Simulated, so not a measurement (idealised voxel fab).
Process module name: voxel released beams
cross-section cut | 255 nm wide | cells 5 nm
Heads up, the way a cross-section reads in here is a grid of square cells, handed over as bands from the top down, with every band being one or more rows of cells. In this notation a band is specified by the heights of its top and bottom, in that order and in nm, after which its materials appear from left to right, each paired with its width in nm. The word "full width" attached to a single material means that material fills the band from edge to edge; the word "air" stands for empty space. Heights are measured from 0, the level below which the as-received wafer is all one material; the lowest band has no bottom and continues downward, written as in "0..down". A two-number width, for instance "30..40", indicates that the width is equal to the first number in the top row of the band and to the second number in the bottom row, and that it changes by a constant amount per row of cells. It should be understood that the words "left unchanged", when stated for a given step, signify that the cross-section underwent no change in any of its cells during that step. Empty spaces counting at least 8 cells and having no open way to the top are listed in "Closed void listing". The notation width x height at distance is used for each, the distance being from the left edge and all three values in nm. On each step's line, the part that comes after the settings is the simulator's own comment on the step. The "overlay nm" setting may appear on a step's line; for a step that uses a mask, it gives how far to the right of its planned position the mask lay, and a negative value indicates the left.

Plan:
1: RECEIVE: material Si
2: CONFORMAL_DEP: material SiN, thk nm 10
3: DIRECTIONAL_DEP: material SiO2, thk nm 15
4: DIRECTIONAL_DEP: material aC, thk nm 15
5: PATTERN: tone open, mask id ANCHOR, material resist, width nm 45, thk nm 30, overlay nm 0
6: DIRECTIONAL_ETCH: etch materials aC, depth nm 15
7: STRIP: etch materials resist
8: DIRECTIONAL_ETCH: etch materials SiO2, depth nm 15
9: STRIP: etch materials aC
10: CONFORMAL_DEP: material TiN, thk nm 15
11: MASKED_ETCH: tone cover, mask id BEAM, width nm 95, etch materials TiN, depth nm 15, overlay nm 0
12: STRIP: etch materials SiO2

What follows covers the first of two wafers; it ran as planned:

Wafer as received: cross-section following step 1:
    0..down: Si full width
    Closed void listing: none

Cross-section of the wafer after step 2:
    10..0: SiN full width
    Below 0 it's all the same as before, nothing changed down there.

Cross-section of the wafer after step 3:
    25..10: SiO2 full width
    Below 10 it's all the same as before, nothing changed down there.

Cross-section of the wafer after step 4:
    40..25: aC full width
    Below 25 it's all the same as before, nothing changed down there.

Cross-section of the wafer after step 5:
    70..40: 80 of resist | 45 of air | 130 of resist
    Below 40 it's all the same as before, nothing changed down there.

Cross-section of the wafer after step 6:
    55..40: 80 of resist | 45 of air | 130 of resist
    40..25: 80 of aC | 45 of air | 130 of aC
    Below 25 it's all the same as before, nothing changed down there.

Cross-section of the wafer after step 7:
    40..25: 80 of aC | 45 of air | 130 of aC
    Below 25 it's all the same as before, nothing changed down there.

Cross-section of the wafer after step 8:
    40..25: 80 of aC | 45 of air | 130 of aC
    25..10: 80 of SiO2 | 45 of air | 130 of SiO2
    Below 10 it's all the same as before, nothing changed down there.

Cross-section of the wafer after step 9:
    25..10: 80 of SiO2 | 45 of air | 130 of SiO2
    Below 10 it's all the same as before, nothing changed down there.

Cross-section of the wafer after step 10:
    40..25: 95 of TiN | 15 of air | 145 of TiN
    25..10: 80 of SiO2 | 45 of TiN | 130 of SiO2
    Below 10 it's all the same as before, nothing changed down there.

Cross-section of the wafer after step 11:
    40..25: 75 of air | 20 of TiN | 15 of air | 60 of TiN | 85 of air
    Below 25 it's all the same as before, nothing changed down there.

Cross-section of the wafer after step 12:
    40..25: 75 of air | 20 of TiN | 15 of air | 60 of TiN | 85 of air
    25..10: 80 of air | 45 of TiN | 130 of air
    Below 10 it's all the same as before, nothing changed down there.

Companion wafer, the second of two: same beginning, same intended sequence, one mistake in carrying it out; through step 10 inclusive it tracks the first exactly:

Cross-section of the second wafer when, according to plan, step 11 should have finished:
    40..25: 70 of air | 25 of TiN | 15 of air | 65 of TiN | 80 of air
    Below 25 it's all the same as before, nothing changed down there.

Cross-section of the second wafer when, according to plan, step 12 should have finished:
    40..25: 70 of air | 25 of TiN | 15 of air | 65 of TiN | 80 of air
    25..10: 80 of air | 45 of TiN | 130 of air
    Below 10 it's all the same as before, nothing changed down there.
Against the plan, the run slipped here: step 11, actual vs plan mismatch, actual run MASKED_ETCH: tone cover, mask id BEAM, width nm 105, etch materials TiN, depth nm 15, overlay nm 0
Looking at both finished wafers in cells, the second ends up ahead of or behind the first on some materials: TiN: 6 more
